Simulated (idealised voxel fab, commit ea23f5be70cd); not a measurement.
Process module, titled voxel transistor to metal
Square cells of 5 nm make up the cross-section cut, whose width is 265 nm.
Format of a cross-section: grid, square cells. Given as bands. Order: top down. Band: one or more rows of cells.
It is stipulated that each band's entry specify, in nanometres, the height of the top of the band and then that of its bottom, followed by the materials of the band in left-to-right sequence, each together with its width in nanometres. A single material marked by the word "all across" is understood to fill the band from edge to edge; the word "blank" is understood to denote empty space.
Ref level 0: as-received wafer is one material below here. Bottom band extends down with no lower bound ("0..down").
The two numbers in a width such as "30->40" mark its ends across the band: the first belongs to the top row of cells, the second to the bottom row, and from each row to the next the width moves by the same amount.
Step note "remains unaltered" = no cross-section cell changed.
Any empty space of 8 cells or more lacking an open way to the top shows up in "Sealed void list" as width x height at distance, distance from the left edge, in nm.
Past the settings on a step's line: simulator remark, on that step.
Regarding "overlay nm": on a step with a mask, it is the distance the mask lay to the right of its planned place; a negative value places it to the left.
**Planned process steps**
1) RECEIVE,material Si
2) CONFORMAL_DEP,material SiO2,thk nm 5
3) CONFORMAL_DEP,material SiN,thk nm 15
4) MASKED_ETCH,tone cover,mask id ACTIVE,width nm 100,pitch nm 125,etch materials SiN,depth nm 15,overlay nm 0
5) MASKED_ETCH,tone cover,mask id ACTIVE,width nm 100,pitch nm 125,etch materials SiO2,depth nm 5,overlay nm 0
6) MASKED_ETCH,tone cover,mask id ACTIVE,width nm 100,pitch nm 125,etch materials Si,depth nm 35,overlay nm 0
7) OXIDIZE,depth nm 5
8) FILL_DEP,material SiO2,thk nm 5
9) CMP,height nm 20
10) SELECTIVE_ETCH,etch materials SiO2,depth nm 15
11) STRIP,etch materials SiN
12) SELECTIVE_ETCH,etch materials SiO2,depth nm 5
13) OXIDIZE,depth nm 5
14) DIRECTIONAL_DEP,material polySi,thk nm 20
15) DIRECTIONAL_DEP,material SiCN,thk nm 15
16) MASKED_ETCH,tone cover,mask id GATE,width nm 20,pitch nm 125,etch materials SiCN,depth nm 25,overlay nm 0
17) MASKED_ETCH,tone cover,mask id GATE,width nm 20,pitch nm 125,etch materials polySi,depth nm 30,overlay nm 0
18) CONFORMAL_DEP,material SiN,thk nm 10
19) DIRECTIONAL_ETCH,etch materials SiN,depth nm 10
20) DIRECTIONAL_ETCH,etch materials SiO2,depth nm 5
21) EPI,material pSi,thk nm 5
22) FILL_DEP,material SiO2,thk nm 5
23) CMP,height nm 35
24) DIRECTIONAL_DEP,material SiO2,thk nm 15
25) DIRECTIONAL_DEP,material aC,thk nm 10
26) PATTERN,tone open,mask id CONTACT,material resist,width nm 30,thk nm 25,overlay nm 0
27) DIRECTIONAL_ETCH,etch materials aC,depth nm 10
28) STRIP,etch materials resist
29) DIRECTIONAL_ETCH,etch materials SiO2,depth nm 50
30) STRIP,etch materials aC
31) CONFORMAL_DEP,material TiN,thk nm 5
32) FILL_DEP,material Ru,thk nm 10
33) CMP,height nm 50
34) DIRECTIONAL_DEP,material TiN,thk nm 5
35) DIRECTIONAL_DEP,material Ru,thk nm 20
36) PATTERN,tone cover,mask id METAL_1,material resist,width nm 15,thk nm 15,overlay nm 0
37) DIRECTIONAL_ETCH,etch materials Ru,depth nm 20
38) DIRECTIONAL_ETCH,etch materials TiN,depth nm 5
39) STRIP,etch materials resist
40) FILL_DEP,material SiO2,thk nm 5
41) CMP,height nm 75
42) CONFORMAL_DEP,material SiCN,thk nm 5
43) DIRECTIONAL_DEP,material SiO2,thk nm 35
44) DIRECTIONAL_DEP,material aC,thk nm 15
45) PATTERN,tone open,mask id METAL_2,material resist,width nm 15,pitch nm 125,thk nm 30,overlay nm 0
46) DIRECTIONAL_ETCH,etch materials aC,depth nm 15
47) STRIP,etch materials resist
48) DIRECTIONAL_ETCH,etch materials SiO2,depth nm 20
49) STRIP,etch materials aC
50) DIRECTIONAL_DEP,material aC,thk nm 10
51) PATTERN,tone open,mask id METAL_2_HOLES,material resist,width nm 15,pitch nm 125,thk nm 25,overlay nm 0
52) DIRECTIONAL_ETCH,etch materials aC,depth nm 10
53) STRIP,etch materials resist
54) DIRECTIONAL_ETCH,etch materials SiO2,depth nm 15
55) DIRECTIONAL_ETCH,etch materials SiCN,depth nm 5
56) STRIP,etch materials aC
57) CONFORMAL_DEP,material TiN,thk nm 5
58) FILL_DEP,material Cu,thk nm 10
59) CMP,height nm 115
60) CONFORMAL_DEP,material SiCN,thk nm 5
**The first of a set of two wafers, run to plan**
**as received, after step 1**
	0..down: Si all across
	Sealed void list: none
**Step 2 done - wafer cross-section**
	5..0: SiO2 all across
	Below 0, no change.
**Step 3 done - wafer cross-section**
	20..5: SiN all across
	Below 5, no change.
**Step 4 done - wafer cross-section**
	20..5: blank 20 nm / SiN 100 nm / blank 25 nm / SiN 100 nm / blank 20 nm
	Below 5, no change.
**Step 5 done - wafer cross-section**
	20..5: blank 20 nm / SiN 100 nm / blank 25 nm / SiN 100 nm / blank 20 nm
	5..0: blank 20 nm / SiO2 100 nm / blank 25 nm / SiO2 100 nm / blank 20 nm
	Below 0, no change.
**Step 6 done - wafer cross-section**
	20..5: blank 20 nm / SiN 100 nm / blank 25 nm / SiN 100 nm / blank 20 nm
	5..0: blank 20 nm / SiO2 100 nm / blank 25 nm / SiO2 100 nm / blank 20 nm
	0..-35: blank 20 nm / Si 100 nm / blank 25 nm / Si 100 nm / blank 20 nm
	Below -35, no change.
**Step 7 done - wafer cross-section**
	20..5: blank 20 nm / SiN 100 nm / blank 25 nm / SiN 100 nm / blank 20 nm
	5..0: blank 20 nm / SiO2 100 nm / blank 25 nm / SiO2 100 nm / blank 20 nm
	0..-35: blank 20 nm / SiO2 5 nm / Si 90 nm / SiO2 5 nm / blank 25 nm / SiO2 5 nm / Si 90 nm / SiO2 5 nm / blank 20 nm
	-35..-40: SiO2 25 nm / Si 90 nm / SiO2 35 nm / Si 90 nm / SiO2 25 nm
	Below -40, no change.
**Step 8 done - wafer cross-section**
	25..20: SiO2 all across
	20..5: SiO2 20 nm / SiN 100 nm / SiO2 25 nm / SiN 100 nm / SiO2 20 nm
	5..0: SiO2 all across
	0..-40: SiO2 25 nm / Si 90 nm / SiO2 35 nm / Si 90 nm / SiO2 25 nm
	Below -40, no change.
**Step 9 done - wafer cross-section**
	20..5: SiO2 20 nm / SiN 100 nm / SiO2 25 nm / SiN 100 nm / SiO2 20 nm
	Below 5, no change.
**Step 10 done - wafer cross-section**
	20..5: blank 20 nm / SiN 100 nm / blank 25 nm / SiN 100 nm / blank 20 nm
	Below 5, no change.
**Step 11 done - wafer cross-section**
	5..0: SiO2 all across
	Below 0, no change.
**Step 12 done - wafer cross-section**
	0..-40: SiO2 25 nm / Si 90 nm / SiO2 35 nm / Si 90 nm / SiO2 25 nm
	Below -40, no change.
**Step 13 done - wafer cross-section**
	0..-5: SiO2 all across
	Below -5, no change.
**Step 14 done - wafer cross-section**
	20..0: polySi all across
	Below 0, no change.
**Step 15 done - wafer cross-section**
	35..20: SiCN all across
	Below 20, no change.
**Step 16 done - wafer cross-section**
	35..20: blank 60 nm / SiCN 20 nm / blank 105 nm / SiCN 20 nm / blank 60 nm
	Below 20, no change.
**Step 17 done - wafer cross-section**
	35..20: blank 60 nm / SiCN 20 nm / blank 105 nm / SiCN 20 nm / blank 60 nm
	20..0: blank 60 nm / polySi 20 nm / blank 105 nm / polySi 20 nm / blank 60 nm
	Below 0, no change.
**Step 18 done - wafer cross-section**
	45..35: blank 50 nm / SiN 40 nm / blank 85 nm / SiN 40 nm / blank 50 nm
	35..20: blank 50 nm / SiN 10 nm / SiCN 20 nm / SiN 10 nm / blank 85 nm / SiN 10 nm / SiCN 20 nm / SiN 10 nm / blank 50 nm
	20..10: blank 50 nm / SiN 10 nm / polySi 20 nm / SiN 10 nm / blank 85 nm / SiN 10 nm / polySi 20 nm / SiN 10 nm / blank 50 nm
	10..0: SiN 60 nm / polySi 20 nm / SiN 105 nm / polySi 20 nm / SiN 60 nm
	Below 0, no change.
**Step 19 done - wafer cross-section**
	35..20: blank 50 nm / SiN 10 nm / SiCN 20 nm / SiN 10 nm / blank 85 nm / SiN 10 nm / SiCN 20 nm / SiN 10 nm / blank 50 nm
	20..0: blank 50 nm / SiN 10 nm / polySi 20 nm / SiN 10 nm / blank 85 nm / SiN 10 nm / polySi 20 nm / SiN 10 nm / blank 50 nm
	Below 0, no change.
**Step 20 done - wafer cross-section**
	35..20: blank 50 nm / SiN 10 nm / SiCN 20 nm / SiN 10 nm / blank 85 nm / SiN 10 nm / SiCN 20 nm / SiN 10 nm / blank 50 nm
	20..0: blank 50 nm / SiN 10 nm / polySi 20 nm / SiN 10 nm / blank 85 nm / SiN 10 nm / polySi 20 nm / SiN 10 nm / blank 50 nm
	0..-5: blank 50 nm / SiO2 40 nm / blank 85 nm / SiO2 40 nm / blank 50 nm
	Below -5, no change.
**Step 21 done - wafer cross-section**
	35..20: blank 50 nm / SiN 10 nm / SiCN 20 nm / SiN 10 nm / blank 85 nm / SiN 10 nm / SiCN 20 nm / SiN 10 nm / blank 50 nm
	20..0: blank 50 nm / SiN 10 nm / polySi 20 nm / SiN 10 nm / blank 85 nm / SiN 10 nm / polySi 20 nm / SiN 10 nm / blank 50 nm
	0..-5: blank 20 nm / pSi 30 nm / SiO2 40 nm / pSi 30 nm / blank 25 nm / pSi 30 nm / SiO2 40 nm / pSi 30 nm / blank 20 nm
	Below -5, no change.
**Step 22 done - wafer cross-section**
	40..35: SiO2 all across
	35..20: SiO2 50 nm / SiN 10 nm / SiCN 20 nm / SiN 10 nm / SiO2 85 nm / SiN 10 nm / SiCN 20 nm / SiN 10 nm / SiO2 50 nm
	20..0: SiO2 50 nm / SiN 10 nm / polySi 20 nm / SiN 10 nm / SiO2 85 nm / SiN 10 nm / polySi 20 nm / SiN 10 nm / SiO2 50 nm
	0..-5: SiO2 20 nm / pSi 30 nm / SiO2 40 nm / pSi 30 nm / SiO2 25 nm / pSi 30 nm / SiO2 40 nm / pSi 30 nm / SiO2 20 nm
	Below -5, no change.
**Step 23 done - wafer cross-section**
	35..20: SiO2 50 nm / SiN 10 nm / SiCN 20 nm / SiN 10 nm / SiO2 85 nm / SiN 10 nm / SiCN 20 nm / SiN 10 nm / SiO2 50 nm
	Below 20, no change.
**Step 24 done - wafer cross-section**
	50..35: SiO2 all across
	Below 35, no change.
**Step 25 done - wafer cross-section**
	60..50: aC all across
	Below 50, no change.
**Step 26 done - wafer cross-section**
	85..60: resist 25 nm / blank 30 nm / resist 30 nm / blank 30 nm / resist 35 nm / blank 30 nm / resist 30 nm / blank 30 nm / resist 25 nm
	Below 60, no change.
**Step 27 done - wafer cross-section**
	75..60: resist 25 nm / blank 30 nm / resist 30 nm / blank 30 nm / resist 35 nm / blank 30 nm / resist 30 nm / blank 30 nm / resist 25 nm
	60..50: aC 25 nm / blank 30 nm / aC 30 nm / blank 30 nm / aC 35 nm / blank 30 nm / aC 30 nm / blank 30 nm / aC 25 nm
	Below 50, no change.
**Step 28 done - wafer cross-section**
	60..50: aC 25 nm / blank 30 nm / aC 30 nm / blank 30 nm / aC 35 nm / blank 30 nm / aC 30 nm / blank 30 nm / aC 25 nm
	Below 50, no change.
**Step 29 done - wafer cross-section**
	60..50: aC 25 nm / blank 30 nm / aC 30 nm / blank 30 nm / aC 35 nm / blank 30 nm / aC 30 nm / blank 30 nm / aC 25 nm
	50..35: SiO2 25 nm / blank 30 nm / SiO2 30 nm / blank 30 nm / SiO2 35 nm / blank 30 nm / SiO2 30 nm / blank 30 nm / SiO2 25 nm
	35..20: SiO2 25 nm / blank 25 nm / SiN 10 nm / SiCN 20 nm / SiN 10 nm / blank 25 nm / SiO2 35 nm / blank 25 nm / SiN 10 nm / SiCN 20 nm / SiN 10 nm / blank 25 nm / SiO2 25 nm
	20..0: SiO2 25 nm / blank 25 nm / SiN 10 nm / polySi 20 nm / SiN 10 nm / blank 25 nm / SiO2 35 nm / blank 25 nm / SiN 10 nm / polySi 20 nm / SiN 10 nm / blank 25 nm / SiO2 25 nm
	Below 0, no change.
**Step 30 done - wafer cross-section**
	50..35: SiO2 25 nm / blank 30 nm / SiO2 30 nm / blank 30 nm / SiO2 35 nm / blank 30 nm / SiO2 30 nm / blank 30 nm / SiO2 25 nm
	Below 35, no change.
**Step 31 done - wafer cross-section**
	55..50: TiN 30 nm / blank 20 nm / TiN 40 nm / blank 20 nm / TiN 45 nm / blank 20 nm / TiN 40 nm / blank 20 nm / TiN 30 nm
	50..40: SiO2 25 nm / TiN 5 nm / blank 20 nm / TiN 5 nm / SiO2 30 nm / TiN 5 nm / blank 20 nm / TiN 5 nm / SiO2 35 nm / TiN 5 nm / blank 20 nm / TiN 5 nm / SiO2 30 nm / TiN 5 nm / blank 20 nm / TiN 5 nm / SiO2 25 nm
	40..35: SiO2 25 nm / TiN 5 nm / blank 15 nm / TiN 10 nm / SiO2 30 nm / TiN 10 nm / blank 15 nm / TiN 5 nm / SiO2 35 nm / TiN 5 nm / blank 15 nm / TiN 10 nm / SiO2 30 nm / TiN 10 nm / blank 15 nm / TiN 5 nm / SiO2 25 nm
	35..20: SiO2 25 nm / TiN 5 nm / blank 15 nm / TiN 5 nm / SiN 10 nm / SiCN 20 nm / SiN 10 nm / TiN 5 nm / blank 15 nm / TiN 5 nm / SiO2 35 nm / TiN 5 nm / blank 15 nm / TiN 5 nm / SiN 10 nm / SiCN 20 nm / SiN 10 nm / TiN 5 nm / blank 15 nm / TiN 5 nm / SiO2 25 nm
	20..5: SiO2 25 nm / TiN 5 nm / blank 15 nm / TiN 5 nm / SiN 10 nm / polySi 20 nm / SiN 10 nm / TiN 5 nm / blank 15 nm / TiN 5 nm / SiO2 35 nm / TiN 5 nm / blank 15 nm / TiN 5 nm / SiN 10 nm / polySi 20 nm / SiN 10 nm / TiN 5 nm / blank 15 nm / TiN 5 nm / SiO2 25 nm
	5..0: SiO2 25 nm / TiN 25 nm / SiN 10 nm / polySi 20 nm / SiN 10 nm / TiN 25 nm / SiO2 35 nm / TiN 25 nm / SiN 10 nm / polySi 20 nm / SiN 10 nm / TiN 25 nm / SiO2 25 nm
	Below 0, no change.
**Step 32 done - wafer cross-section**
	65..55: Ru all across
	55..50: TiN 30 nm / Ru 20 nm / TiN 40 nm / Ru 20 nm / TiN 45 nm / Ru 20 nm / TiN 40 nm / Ru 20 nm / TiN 30 nm
	50..40: SiO2 25 nm / TiN 5 nm / Ru 20 nm / TiN 5 nm / SiO2 30 nm / TiN 5 nm / Ru 20 nm / TiN 5 nm / SiO2 35 nm / TiN 5 nm / Ru 20 nm / TiN 5 nm / SiO2 30 nm / TiN 5 nm / Ru 20 nm / TiN 5 nm / SiO2 25 nm
	40..35: SiO2 25 nm / TiN 5 nm / Ru 15 nm / TiN 10 nm / SiO2 30 nm / TiN 10 nm / Ru 15 nm / TiN 5 nm / SiO2 35 nm / TiN 5 nm / Ru 15 nm / TiN 10 nm / SiO2 30 nm / TiN 10 nm / Ru 15 nm / TiN 5 nm / SiO2 25 nm
	35..20: SiO2 25 nm / TiN 5 nm / Ru 15 nm / TiN 5 nm / SiN 10 nm / SiCN 20 nm / SiN 10 nm / TiN 5 nm / Ru 15 nm / TiN 5 nm / SiO2 35 nm / TiN 5 nm / Ru 15 nm / TiN 5 nm / SiN 10 nm / SiCN 20 nm / SiN 10 nm / TiN 5 nm / Ru 15 nm / TiN 5 nm / SiO2 25 nm
	20..5: SiO2 25 nm / TiN 5 nm / Ru 15 nm / TiN 5 nm / SiN 10 nm / polySi 20 nm / SiN 10 nm / TiN 5 nm / Ru 15 nm / TiN 5 nm / SiO2 35 nm / TiN 5 nm / Ru 15 nm / TiN 5 nm / SiN 10 nm / polySi 20 nm / SiN 10 nm / TiN 5 nm / Ru 15 nm / TiN 5 nm / SiO2 25 nm
	Below 5, no change.
**Step 33 done - wafer cross-section**
	50..40: SiO2 25 nm / TiN 5 nm / Ru 20 nm / TiN 5 nm / SiO2 30 nm / TiN 5 nm / Ru 20 nm / TiN 5 nm / SiO2 35 nm / TiN 5 nm / Ru 20 nm / TiN 5 nm / SiO2 30 nm / TiN 5 nm / Ru 20 nm / TiN 5 nm / SiO2 25 nm
	Below 40, no change.
**Step 34 done - wafer cross-section**
	55..50: TiN all across
	Below 50, no change.
**Step 35 done - wafer cross-section**
	75..55: Ru all across
	Below 55, no change.
**Step 36 done - wafer cross-section**
	90..75: blank 25 nm / resist 15 nm / blank 60 nm / resist 15 nm / blank 35 nm / resist 15 nm / blank 60 nm / resist 15 nm / blank 25 nm
	Below 75, no change.
**Step 37 done - wafer cross-section**
	90..75: blank 25 nm / resist 15 nm / blank 60 nm / resist 15 nm / blank 35 nm / resist 15 nm / blank 60 nm / resist 15 nm / blank 25 nm
	75..55: blank 25 nm / Ru 15 nm / blank 60 nm / Ru 15 nm / blank 35 nm / Ru 15 nm / blank 60 nm / Ru 15 nm / blank 25 nm
	Below 55, no change.
**Step 38 done - wafer cross-section**
	90..75: blank 25 nm / resist 15 nm / blank 60 nm / resist 15 nm / blank 35 nm / resist 15 nm / blank 60 nm / resist 15 nm / blank 25 nm
	75..55: blank 25 nm / Ru 15 nm / blank 60 nm / Ru 15 nm / blank 35 nm / Ru 15 nm / blank 60 nm / Ru 15 nm / blank 25 nm
	55..50: blank 25 nm / TiN 15 nm / blank 60 nm / TiN 15 nm / blank 35 nm / TiN 15 nm / blank 60 nm / TiN 15 nm / blank 25 nm
	Below 50, no change.
**Step 39 done - wafer cross-section**
	75..55: blank 25 nm / Ru 15 nm / blank 60 nm / Ru 15 nm / blank 35 nm / Ru 15 nm / blank 60 nm / Ru 15 nm / blank 25 nm
	Below 55, no change.
**Step 40 done - wafer cross-section**
	80..75: SiO2 all across
	75..55: SiO2 25 nm / Ru 15 nm / SiO2 60 nm / Ru 15 nm / SiO2 35 nm / Ru 15 nm / SiO2 60 nm / Ru 15 nm / SiO2 25 nm
	55..50: SiO2 25 nm / TiN 15 nm / SiO2 60 nm / TiN 15 nm / SiO2 35 nm / TiN 15 nm / SiO2 60 nm / TiN 15 nm / SiO2 25 nm
	Below 50, no change.
**Step 41 done - wafer cross-section**
	75..55: SiO2 25 nm / Ru 15 nm / SiO2 60 nm / Ru 15 nm / SiO2 35 nm / Ru 15 nm / SiO2 60 nm / Ru 15 nm / SiO2 25 nm
	Below 55, no change.
**Step 42 done - wafer cross-section**
	80..75: SiCN all across
	Below 75, no change.
**Step 43 done - wafer cross-section**
	115..80: SiO2 all across
	Below 80, no change.
**Step 44 done - wafer cross-section**
	130..115: aC all across
	Below 115, no change.
**Step 45 done - wafer cross-section**
	160..130: resist 25 nm / blank 15 nm / resist 110 nm / blank 15 nm / resist 100 nm
	Below 130, no change.
**Step 46 done - wafer cross-section**
	145..130: resist 25 nm / blank 15 nm / resist 110 nm / blank 15 nm / resist 100 nm
	130..115: aC 25 nm / blank 15 nm / aC 110 nm / blank 15 nm / aC 100 nm
	Below 115, no change.
**Step 47 done - wafer cross-section**
	130..115: aC 25 nm / blank 15 nm / aC 110 nm / blank 15 nm / aC 100 nm
	Below 115, no change.
**Step 48 done - wafer cross-section**
	130..115: aC 25 nm / blank 15 nm / aC 110 nm / blank 15 nm / aC 100 nm
	115..95: SiO2 25 nm / blank 15 nm / SiO2 110 nm / blank 15 nm / SiO2 100 nm
	Below 95, no change.
**Step 49 done - wafer cross-section**
	115..95: SiO2 25 nm / blank 15 nm / SiO2 110 nm / blank 15 nm / SiO2 100 nm
	Below 95, no change.
**Step 50 done - wafer cross-section**
	125..115: aC 25 nm / blank 15 nm / aC 110 nm / blank 15 nm / aC 100 nm
	115..105: SiO2 25 nm / blank 15 nm / SiO2 110 nm / blank 15 nm / SiO2 100 nm
	105..95: SiO2 25 nm / aC 15 nm / SiO2 110 nm / aC 15 nm / SiO2 100 nm
	Below 95, no change.
**Step 51 done - wafer cross-section**
	150..125: resist 25 nm / blank 15 nm / resist 110 nm / blank 15 nm / resist 100 nm
	Below 125, no change.
**Step 52 done - wafer cross-section**
	140..125: resist 25 nm / blank 15 nm / resist 110 nm / blank 15 nm / resist 100 nm
	125..115: aC 25 nm / blank 15 nm / aC 110 nm / blank 15 nm / aC 100 nm
	115..95: SiO2 25 nm / blank 15 nm / SiO2 110 nm / blank 15 nm / SiO2 100 nm
	Below 95, no change.
**Step 53 done - wafer cross-section**
	125..115: aC 25 nm / blank 15 nm / aC 110 nm / blank 15 nm / aC 100 nm
	Below 115, no change.
**Step 54 done - wafer cross-section**
	125..115: aC 25 nm / blank 15 nm / aC 110 nm / blank 15 nm / aC 100 nm
	115..80: SiO2 25 nm / blank 15 nm / SiO2 110 nm / blank 15 nm / SiO2 100 nm
	Below 80, no change.
**Step 55 done - wafer cross-section**
	125..115: aC 25 nm / blank 15 nm / aC 110 nm / blank 15 nm / aC 100 nm
	115..80: SiO2 25 nm / blank 15 nm / SiO2 110 nm / blank 15 nm / SiO2 100 nm
	80..75: SiCN 25 nm / blank 15 nm / SiCN 110 nm / blank 15 nm / SiCN 100 nm
	Below 75, no change.
**Step 56 done - wafer cross-section**
	115..80: SiO2 25 nm / blank 15 nm / SiO2 110 nm / blank 15 nm / SiO2 100 nm
	Below 80, no change.
**Step 57 done - wafer cross-section**
	120..115: TiN 30 nm / blank 5 nm / TiN 120 nm / blank 5 nm / TiN 105 nm
	115..80: SiO2 25 nm / TiN 5 nm / blank 5 nm / TiN 5 nm / SiO2 110 nm / TiN 5 nm / blank 5 nm / TiN 5 nm / SiO2 100 nm
	80..75: SiCN 25 nm / TiN 15 nm / SiCN 110 nm / TiN 15 nm / SiCN 100 nm
	Below 75, no change.
**Step 58 done - wafer cross-section**
	130..120: Cu all across
	120..115: TiN 30 nm / Cu 5 nm / TiN 120 nm / Cu 5 nm / TiN 105 nm
	115..80: SiO2 25 nm / TiN 5 nm / Cu 5 nm / TiN 5 nm / SiO2 110 nm / TiN 5 nm / Cu 5 nm / TiN 5 nm / SiO2 100 nm
	Below 80, no change.
**Step 59 done - wafer cross-section**
	115..80: SiO2 25 nm / TiN 5 nm / Cu 5 nm / TiN 5 nm / SiO2 110 nm / TiN 5 nm / Cu 5 nm / TiN 5 nm / SiO2 100 nm
	Below 80, no change.
**Step 60 done - wafer cross-section**
	120..115: SiCN all across
	Below 115, no change.
**The Second Wafer: Common Origin and Plan, One Mistake in Execution, Identical to the First Through Step 57**
**Planned end of step 58: second wafer, cross-section**
	130..120: SiN all across
	120..115: TiN 30 nm / SiN 5 nm / TiN 120 nm / SiN 5 nm / TiN 105 nm
	115..80: SiO2 25 nm / TiN 5 nm / SiN 5 nm / TiN 5 nm / SiO2 110 nm / TiN 5 nm / SiN 5 nm / TiN 5 nm / SiO2 100 nm
	Below 80, no change.
**Planned end of step 59: second wafer, cross-section**
	115..80: SiO2 25 nm / TiN 5 nm / SiN 5 nm / TiN 5 nm / SiO2 110 nm / TiN 5 nm / SiN 5 nm / TiN 5 nm / SiO2 100 nm
	Below 80, no change.
**Planned end of step 60: second wafer, cross-section**
	120..115: SiCN all across
	Below 115, no change.
Misprocessing identified: step 58 ran with different settings than intended, the actual operation and settings being FILL_DEP,material SiN,thk nm 10
The second wafer ends with more or fewer cells of some materials than the first, per final count: -14 Cu | +14 SiN
